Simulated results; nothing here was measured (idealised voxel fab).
You're looking at the process module voxel ribs on slabs.
Displayed cross-section: cut, width of 285 nm, square cells sized 5 nm.
In what follows, cross-sections appear as grids of square cells, described through bands that run from the top down, where every band is one or more rows of cells. It is stipulated that each band's entry specify, in nanometres, the height of the top of the band and then that of its bottom, followed by the materials of the band in left-to-right sequence, each together with its width in nanometres. A single material marked by the word "everywhere" is understood to fill the band from edge to edge; the word "air" is understood to denote empty space. Note: height 0 marks the level under which the wafer is uniformly one material as received. Lowest band unbounded below, written "0 and below". Graded width ("30->40"): value in top row of band = first number; value in bottom row = second number; row-to-row change constant. The designation "nothing got changed", where it is given for a processing step, indicates that no cell of the cross-section was altered in the course of that step. "Closed cavity list": sealed empty spaces, 8 cells or more, no open way to top, listed width x height at distance, with distance from the left edge and width, height and distance in nm. On a step's line, text after the settings is the simulator commenting on that step. "overlay nm" denotes, for a step that has a mask, the displacement of the mask to the right of its planned place, with negative values corresponding to the left.
-- The planned process steps are enumerated hereunder
1 RECEIVE, material Si
2 DIRECTIONAL_DEP, material SiO2, thk nm 30
3 DIRECTIONAL_DEP, material SiN, thk nm 20
4 MASKED_ETCH, tone cover, mask id RIB, width nm 25, etch materials SiN, depth nm 15, overlay nm 0
5 PATTERN, tone cover, mask id SLAB, material resist, width nm 65, thk nm 15, overlay nm 0
6 DIRECTIONAL_ETCH, etch materials SiN, depth nm 5
7 STRIP, etch materials resist
8 FILL_DEP, material SiO2, thk nm 25
9 CMP, height nm 70
10 DIRECTIONAL_DEP, material TiN, thk nm 10
11 DIRECTIONAL_DEP, material aC, thk nm 15
12 PATTERN, tone cover, mask id HEATER, material resist, width nm 35, thk nm 35, overlay nm 0
13 DIRECTIONAL_ETCH, etch materials aC, depth nm 15
14 STRIP, etch materials resist
15 DIRECTIONAL_ETCH, etch materials TiN, depth nm 10
16 STRIP, etch materials aC
17 CONFORMAL_DEP, material SiO2, thk nm 5
-- So, the first of our two wafers, run just as we planned it
-- Received-state cross-section, reflecting completion of step 1
	0 and below | Si everywhere
	Closed cavity list: none
-- Upon completion of step 2, the wafer appears in cross-section as shown
	30 down to 0 | SiO2 everywhere
	Anything lower than 0 is untouched.
-- Upon completion of step 3, the wafer appears in cross-section as shown
	50 down to 30 | SiN everywhere
	Anything lower than 30 is untouched.
-- Upon completion of step 4, the wafer appears in cross-section as shown
	50 down to 35 | 130 air | 25 SiN | 130 air
	Anything lower than 35 is untouched.
-- Upon completion of step 5, the wafer appears in cross-section as shown
	65 down to 50 | 110 air | 65 resist | 110 air
	50 down to 35 | 110 air | 20 resist | 25 SiN | 20 resist | 110 air
	Anything lower than 35 is untouched.
-- Upon completion of step 6, the wafer appears in cross-section as shown
	65 down to 50 | 110 air | 65 resist | 110 air
	50 down to 35 | 110 air | 20 resist | 25 SiN | 20 resist | 110 air
	35 down to 30 | 110 air | 65 SiN | 110 air
	Anything lower than 30 is untouched.
-- Upon completion of step 7, the wafer appears in cross-section as shown
	50 down to 35 | 130 air | 25 SiN | 130 air
	Anything lower than 35 is untouched.
-- Upon completion of step 8, the wafer appears in cross-section as shown
	75 down to 50 | SiO2 everywhere
	50 down to 35 | 130 SiO2 | 25 SiN | 130 SiO2
	35 down to 30 | 110 SiO2 | 65 SiN | 110 SiO2
	Anything lower than 30 is untouched.
-- Upon completion of step 9, the wafer appears in cross-section as shown
	70 down to 50 | SiO2 everywhere
	Anything lower than 50 is untouched.
-- Upon completion of step 10, the wafer appears in cross-section as shown
	80 down to 70 | TiN everywhere
	Anything lower than 70 is untouched.
-- Upon completion of step 11, the wafer appears in cross-section as shown
	95 down to 80 | aC everywhere
	Anything lower than 80 is untouched.
-- Upon completion of step 12, the wafer appears in cross-section as shown
	130 down to 95 | 125 air | 35 resist | 125 air
	Anything lower than 95 is untouched.
-- Upon completion of step 13, the wafer appears in cross-section as shown
	115 down to 95 | 125 air | 35 resist | 125 air
	95 down to 80 | 125 air | 35 aC | 125 air
	Anything lower than 80 is untouched.
-- Upon completion of step 14, the wafer appears in cross-section as shown
	95 down to 80 | 125 air | 35 aC | 125 air
	Anything lower than 80 is untouched.
-- Upon completion of step 15, the wafer appears in cross-section as shown
	95 down to 80 | 125 air | 35 aC | 125 air
	80 down to 70 | 125 air | 35 TiN | 125 air
	Anything lower than 70 is untouched.
-- Upon completion of step 16, the wafer appears in cross-section as shown
	80 down to 70 | 125 air | 35 TiN | 125 air
	Anything lower than 70 is untouched.
-- Upon completion of step 17, the wafer appears in cross-section as shown
	85 down to 80 | 120 air | 45 SiO2 | 120 air
	80 down to 75 | 120 air | 5 SiO2 | 35 TiN | 5 SiO2 | 120 air
	75 down to 70 | 125 SiO2 | 35 TiN | 125 SiO2
	Anything lower than 70 is untouched.
-- Companion wafer, the second of two: same beginning, same intended sequence, one mistake in carrying it out; through step 3 inclusive it tracks the first exactly
-- Second wafer, section view, time point: scheduled end of step 4
	50 down to 35 | 135 air | 15 SiN | 135 air
	Anything lower than 35 is untouched.
-- Second wafer, section view, time point: scheduled end of step 5
	65 down to 50 | 110 air | 65 resist | 110 air
	50 down to 35 | 110 air | 25 resist | 15 SiN | 25 resist | 110 air
	Anything lower than 35 is untouched.
-- Second wafer, section view, time point: scheduled end of step 6
	65 down to 50 | 110 air | 65 resist | 110 air
	50 down to 35 | 110 air | 25 resist | 15 SiN | 25 resist | 110 air
	35 down to 30 | 110 air | 65 SiN | 110 air
	Anything lower than 30 is untouched.
-- Second wafer, section view, time point: scheduled end of step 7
	50 down to 35 | 135 air | 15 SiN | 135 air
	Anything lower than 35 is untouched.
-- Second wafer, section view, time point: scheduled end of step 8
	75 down to 50 | SiO2 everywhere
	50 down to 35 | 135 SiO2 | 15 SiN | 135 SiO2
	35 down to 30 | 110 SiO2 | 65 SiN | 110 SiO2
	Anything lower than 30 is untouched.
-- Second wafer, section view, time point: scheduled end of step 9
	70 down to 50 | SiO2 everywhere
	Anything lower than 50 is untouched.
-- Second wafer, section view, time point: scheduled end of step 10
	80 down to 70 | TiN everywhere
	Anything lower than 70 is untouched.
-- Second wafer, section view, time point: scheduled end of step 11
	95 down to 80 | aC everywhere
	Anything lower than 80 is untouched.
-- Second wafer, section view, time point: scheduled end of step 12
	130 down to 95 | 125 air | 35 resist | 125 air
	Anything lower than 95 is untouched.
-- Second wafer, section view, time point: scheduled end of step 13
	115 down to 95 | 125 air | 35 resist | 125 air
	95 down to 80 | 125 air | 35 aC | 125 air
	Anything lower than 80 is untouched.
-- Second wafer, section view, time point: scheduled end of step 14
	95 down to 80 | 125 air | 35 aC | 125 air
	Anything lower than 80 is untouched.
-- Second wafer, section view, time point: scheduled end of step 15
	95 down to 80 | 125 air | 35 aC | 125 air
	80 down to 70 | 125 air | 35 TiN | 125 air
	Anything lower than 70 is untouched.
-- Second wafer, section view, time point: scheduled end of step 16
	80 down to 70 | 125 air | 35 TiN | 125 air
	Anything lower than 70 is untouched.
-- Second wafer, section view, time point: scheduled end of step 17
	85 down to 80 | 120 air | 45 SiO2 | 120 air
	80 down to 75 | 120 air | 5 SiO2 | 35 TiN | 5 SiO2 | 120 air
	75 down to 70 | 125 SiO2 | 35 TiN | 125 SiO2
	Anything lower than 70 is untouched.
The mistake made against the process plan was this: step 4 changed vs plan, executed as MASKED_ETCH, tone cover, mask id RIB, width nm 15, etch materials SiN, depth nm 15, overlay nm 0
Final wafer comparison in cells, second versus first, more or fewer per material: 6 fewer of SiN, 6 more of SiO2
